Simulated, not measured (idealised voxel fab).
process module | voxel lift off
cross-section cut | 195 nm wide | cells 5 nm
A cross-section is a grid of square cells, given in bands from the top down. A band is one or more rows of cells.
Each band's line starts with the height of the band's top and of its bottom, in nm. Then come its materials from left to right, each with its width in nm. One material with "throughout" fills the band from edge to edge. "air" is empty space.
Height 0 is the level under which the wafer as received is all one material. The lowest band goes on downwards, as in "0 down".
A width such as "30 to 40" changes by the same amount from each row of cells to the next, from the band's top row to its bottom row.
"no change" after a step means that no cell of the cross-section changed.
closed voids: empty space of 8 cells or more with no open way to the top, each as width x height at its distance from the left edge, in nm
after a step's settings: what the simulator itself notes on the step
overlay nm, on a step with a mask: how far to the right of its planned place the mask lay; to the left if negative
plan
1 op RECEIVE | material Si
2 op CONFORMAL_DEP | material SiO2 | thk nm 10
3 op PATTERN | tone open | mask id LINES | material resist | width nm 20 | pitch nm 40 | thk nm 25 | overlay nm 0
4 op DIRECTIONAL_DEP | material Ru | thk nm 15
5 op STRIP | etch materials resist
6 op CONFORMAL_DEP | material SiO2 | thk nm 10
first wafer, as planned
as received, after step 1
  0 down: Si throughout
  closed voids: none
after step 2
  10 to 0: SiO2 throughout
  below 0: unchanged
after step 3
  35 to 10: resist 65 | air 20 | resist 20 | air 20 | resist 70
  below 10: unchanged
after step 4
  50 to 35: Ru 65 | air 20 | Ru 20 | air 20 | Ru 70
  35 to 25: resist 65 | air 20 | resist 20 | air 20 | resist 70
  25 to 10: resist 65 | Ru 20 | resist 20 | Ru 20 | resist 70
  below 10: unchanged
after step 5
  25 to 10: air 65 | Ru 20 | air 20 | Ru 20 | air 70
  below 10: unchanged
after step 6
  35 to 25: air 55 | SiO2 80 | air 60
  25 to 20: air 55 | SiO2 10 | Ru 20 | SiO2 20 | Ru 20 | SiO2 10 | air 60
  20 to 10: SiO2 65 | Ru 20 | SiO2 20 | Ru 20 | SiO2 70
  below 10: unchanged
second wafer: like start, like plan, one mistake. Through step 2 it matches the first wafer
when step 3 should have ended
  35 to 10: air 65 | resist 20 | air 20 | resist 20 | air 70
  below 10: unchanged
when step 4 should have ended
  50 to 35: air 65 | Ru 20 | air 20 | Ru 20 | air 70
  35 to 25: air 65 | resist 20 | air 20 | resist 20 | air 70
  25 to 10: Ru 65 | resist 20 | Ru 20 | resist 20 | Ru 70
  below 10: unchanged
when step 5 should have ended
  25 to 10: Ru 65 | air 20 | Ru 20 | air 20 | Ru 70
  below 10: unchanged
when step 6 should have ended
  35 to 25: SiO2 throughout
  25 to 10: Ru 65 | SiO2 20 | Ru 20 | SiO2 20 | Ru 70
  below 10: unchanged
what went wrong: step 3 ran as: op PATTERN | tone cover | mask id LINES | material resist | width nm 20 | pitch nm 40 | thk nm 25 | overlay nm 0
at the end the second wafer has, in cells: 69 more of Ru
